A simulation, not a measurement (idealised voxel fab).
process module | voxel released beams
cross-section cut | 245 nm wide | cells 5 nm
A cross-section is a grid of square cells, given in bands from the top down. A band is one or more rows of cells.
Each band's line starts with the height of the band's top and of its bottom, in nm. Then come its materials from left to right, each with its width in nm. One material with "throughout" fills the band from edge to edge. "air" is empty space.
Height 0 is the level under which the wafer as received is all one material. The lowest band goes on downwards, as in "0 down".
A width such as "30 to 40" changes by the same amount from each row of cells to the next, from the band's top row to its bottom row.
"no change" after a step means that no cell of the cross-section changed.
closed voids: empty space of 8 cells or more with no open way to the top, each as width x height at its distance from the left edge, in nm
after a step's settings: what the simulator itself notes on the step
overlay nm, on a step with a mask: how far to the right of its planned place the mask lay; to the left if negative
plan
1 op RECEIVE | material Si
2 op CONFORMAL_DEP | material Al2O3 | thk nm 10
3 op DIRECTIONAL_DEP | material SiO2 | thk nm 20
4 op MASKED_ETCH | tone open | mask id ANCHOR | width nm 45 | etch materials SiO2 | depth nm 20 | overlay nm 0
5 op CONFORMAL_DEP | material polySi | thk nm 15
6 op MASKED_ETCH | tone cover | mask id BEAM | width nm 105 | etch materials polySi | depth nm 15 | overlay nm 0
7 op STRIP | etch materials SiO2
as received, after step 1
  0 down: Si throughout
  closed voids: none
first wafer at the end, as planned
  45 to 30: air 65 | polySi 20 | air 15 | polySi 70 | air 75
  30 to 25: air 70 | polySi 15 | air 15 | polySi 15 | air 130
  25 to 10: air 70 | polySi 45 | air 130
  10 to 0: Al2O3 throughout
  0 down: Si throughout
  closed voids: none
second wafer at the end: like start, like plan, one mistake
  45 to 30: air 65 | polySi 105 | air 75
  30 to 20: Al2O3 throughout
  20 to 0: SiO2 throughout
  0 down: Si throughout
  closed voids: none
what went wrong: steps 2 and 3 were swapped
at the end the second wafer has, in cells: 196 more of SiO2 | 24 fewer of polySi
